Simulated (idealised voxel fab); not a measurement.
Presented below is a process module, voxel self aligned vias.
Displayed cross-section: cut, width of 275 nm, square cells sized 5 nm.
Throughout this document, each cross-section is represented as a grid of square cells and is presented as a sequence of bands enumerated from the top downward, where a band comprises one or more rows of cells.
Read a band's entry like this: the first values are the height of its top and the height of its bottom in nm, and what follows is the sequence of materials from left to right, each with its width in nm. Note that "blank" is empty space, and that a single material marked "full width" reaches across the band from edge to edge.
Where do heights start? At 0: under that level the wafer as delivered is made of one material only. And the lowest band has no floor; it just carries on downward, as in "0 down".
Think of "30 to 40" as a width that walks from the first number to the second as you go down the band, top row to bottom row, taking equal-sized steps from row to row.
Basically "everything unchanged" means that step didn't change any cell in the cross-section.
Look at "Closed void entries" for the closed voids: empty spaces with no open path to the top, sized 8 cells or up. Each is width x height at distance, distance from the left edge, all nm.
Text after the settings on a step's line: the simulator's own remark on that step.
A step line may carry the setting "overlay nm", which, for steps involving a mask, states the distance by which the mask lay to the right of its intended position; negative values denote displacement to the left.
-- The following list gives the planned process steps
1 RECEIVE: material Si
2 CONFORMAL_DEP: material SiO2, thk nm 15
3 CONFORMAL_DEP: material SiCN, thk nm 5
4 DIRECTIONAL_DEP: material lowk, thk nm 20
5 PATTERN: tone open, mask id LINES, material resist, width nm 25, pitch nm 60, thk nm 15, overlay nm 0
6 DIRECTIONAL_ETCH: etch materials lowk, depth nm 20
7 STRIP: etch materials resist
8 CONFORMAL_DEP: material TiN, thk nm 5
9 FILL_DEP: material Ru, thk nm 5
10 CMP: height nm 40
11 SELECTIVE_ETCH: etch materials W Ru TiN, depth nm 10
12 FILL_DEP: material SiN, thk nm 5
13 CMP: height nm 40
14 DIRECTIONAL_DEP: material lowk, thk nm 15
15 PATTERN: tone open, mask id VIAS, material resist, width nm 35, pitch nm 60, thk nm 15, overlay nm 0
16 DIRECTIONAL_ETCH: etch materials lowk, depth nm 15
17 DIRECTIONAL_ETCH: etch materials SiN, depth nm 10
18 STRIP: etch materials resist
19 CONFORMAL_DEP: material TiN, thk nm 5
20 FILL_DEP: material Cu, thk nm 10
21 CMP: height nm 55
22 CONFORMAL_DEP: material SiCN, thk nm 5
-- As received (post step 1): cross-section
  0 down: Si full width
  Closed void entries: none
-- The cross-section shown corresponds to the wafer at the conclusion of the module. The initial structure and the process plan are those presented above; however, one mistake occurred in executing the plan
  60 to 55: SiCN full width
  55 to 45: lowk=90, TiN=5, Cu=25, TiN=5, lowk=25, TiN=5, Cu=25, TiN=5, lowk=90
  45 to 40: lowk=90, TiN=35, lowk=25, TiN=35, lowk=90
  40 to 30: SiN=90, TiN=5, lowk=25, TiN=5, SiN=25, TiN=5, lowk=25, TiN=5, SiN=90
  30 to 25: Ru=90, TiN=5, lowk=25, TiN=5, Ru=25, TiN=5, lowk=25, TiN=5, Ru=90
  25 to 20: TiN=95, lowk=25, TiN=35, lowk=25, TiN=95
  20 to 15: SiCN full width
  15 to 0: SiO2 full width
  0 down: Si full width
  Closed void entries: none
The plan and the run diverged here: step 5 changed vs plan, executed as PATTERN: tone cover, mask id LINES, material resist, width nm 25, pitch nm 60, thk nm 15, overlay nm 0
